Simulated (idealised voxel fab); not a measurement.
process module | voxel released beams
cross-section cut | 260 nm wide | cells 5 nm
A cross-section is a grid of square cells, given in bands from the top down. A band is one or more rows of cells.
Each band's line starts with the height of the band's top and of its bottom, in nm. Then come its materials from left to right, each with its width in nm. One material with "throughout" fills the band from edge to edge. "air" is empty space.
Height 0 is the level under which the wafer as received is all one material. The lowest band goes on downwards, as in "0 down".
A width such as "30 to 40" changes by the same amount from each row of cells to the next, from the band's top row to its bottom row.
"no change" after a step means that no cell of the cross-section changed.
closed voids: empty space of 8 cells or more with no open way to the top, each as width x height at its distance from the left edge, in nm
after a step's settings: what the simulator itself notes on the step
overlay nm, on a step with a mask: how far to the right of its planned place the mask lay; to the left if negative
plan
1 op RECEIVE | material Si
2 op CONFORMAL_DEP | material Al2O3 | thk nm 5
3 op DIRECTIONAL_DEP | material SiO2 | thk nm 10
4 op PATTERN | tone open | mask id ANCHOR | material resist | width nm 25 | thk nm 20 | overlay nm -15
5 op DIRECTIONAL_ETCH | etch materials SiO2 | depth nm 10
6 op STRIP | etch materials resist
7 op CONFORMAL_DEP | material SiN | thk nm 10
8 op PATTERN | tone cover | mask id BEAM | material resist | width nm 105 | thk nm 15 | overlay nm 0
9 op DIRECTIONAL_ETCH | etch materials SiN | depth nm 10
10 op STRIP | etch materials resist
11 op STRIP | etch materials SiO2
varied across the wafers: overlay nm of step 4. The plan shows the first wafer's value. All wafers start alike
first wafer as received, after step 1
  0 down: Si throughout
  closed voids: none
each wafer at the end: cells of each material gained (+) or lost (-) since it was received, then its closed voids
overlay nm -15 | +52 Al2O3 | +50 SiN | closed voids: none
overlay nm -10 | +52 Al2O3 | +50 SiN | closed voids: none
overlay nm -5 | +52 Al2O3 | +50 SiN | closed voids: none
overlay nm 0 | +52 Al2O3 | +50 SiN | closed voids: none
overlay nm 5 | +52 Al2O3 | +50 SiN | closed voids: none
overlay nm 10 | +52 Al2O3 | +50 SiN | closed voids: none
overlay nm 15 | +52 Al2O3 | +50 SiN | closed voids: none
